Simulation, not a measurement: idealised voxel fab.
Process module under the name voxel self aligned contacts
Each square cell in cross-section cut measures 5 nm, and the section as a whole is 250 nm wide.
For the purposes of this document, a cross-section shall be understood as a grid of square cells, specified as bands listed in top-to-bottom order, each band consisting of one or more rows of cells.
Top, bottom (nm), then materials left to right with widths (nm); lone material tagged "throughout" fills the whole band edge to edge; "blank" = empty space.
The reference from which all heights are counted is 0, the level beneath which the as-received wafer is entirely one material; the lowest band, having no lower bound, proceeds downward and is written after the example "top 0, no bottom".
You'd read "30..40" like this: the band's top row of cells is as wide as the first number, its bottom row is as wide as the second, and going down, every row changes width by the same amount as the row before did.
"nothing different" (step): cross-section cells unchanged, all of them.
So "Catalogued sealed voids" is basically the list of trapped voids: any empty space of 8 cells or more that can't reach the top through an opening. They're written width x height at distance, the distance being from the left edge, and it's all nm.
What comes after the settings on a step's line is commentary from the simulator itself on that step.
When a step includes a mask, the "overlay nm" setting on its line states how far to the right of its planned place that mask lay, and negative values state how far to the left.
**Below is the list of planned process steps**
1 RECEIVE | material Si
2 OXIDIZE | depth nm 5
3 DIRECTIONAL_DEP | material polySi | thk nm 30
4 DIRECTIONAL_DEP | material SiN | thk nm 20
5 PATTERN | tone cover | mask id GATE | material resist | width nm 25 | pitch nm 60 | thk nm 15 | overlay nm 0
6 DIRECTIONAL_ETCH | etch materials SiN | depth nm 20
7 DIRECTIONAL_ETCH | etch materials polySi | depth nm 30
8 STRIP | etch materials resist
9 CONFORMAL_DEP | material SiN | thk nm 10
10 DIRECTIONAL_ETCH | etch materials SiN | depth nm 10
11 FILL_DEP | material SiO2 | thk nm 10
12 CMP | height nm 55
13 DIRECTIONAL_DEP | material aC | thk nm 15
14 PATTERN | tone open | mask id CONTACT | material resist | width nm 45 | thk nm 35 | overlay nm 0
15 DIRECTIONAL_ETCH | etch materials aC | depth nm 15
16 STRIP | etch materials resist
17 DIRECTIONAL_ETCH | etch materials SiO2 | depth nm 60
18 STRIP | etch materials aC
19 CONFORMAL_DEP | material TiN | thk nm 5
20 FILL_DEP | material W | thk nm 10
21 CMP | height nm 55
22 CONFORMAL_DEP | material SiCN | thk nm 5
**Cross-sectional view of the wafer in its as-received condition, corresponding to the state after step 1**
top 0, no bottom = Si throughout
Catalogued sealed voids: none
**Cross-section, end of module. Start: as above. Plan: as above. Execution: one mistake**
top 60, bottom 55 = SiCN throughout
top 55, bottom 40 = 70 SiO2  45 SiN  5 TiN  5 W  5 TiN  45 SiN  75 SiO2
top 40, bottom 35 = 70 SiO2  45 SiN  15 TiN  45 SiN  75 SiO2
top 35, bottom 30 = SiN throughout
top 30, bottom 0 = polySi throughout
top 0, bottom -5 = SiO2 throughout
top -5, no bottom = Si throughout
Catalogued sealed voids: none
Nonconformance to the process plan: rather than as planned, step 4 actually ran as DIRECTIONAL_DEP | material SiN | thk nm 25
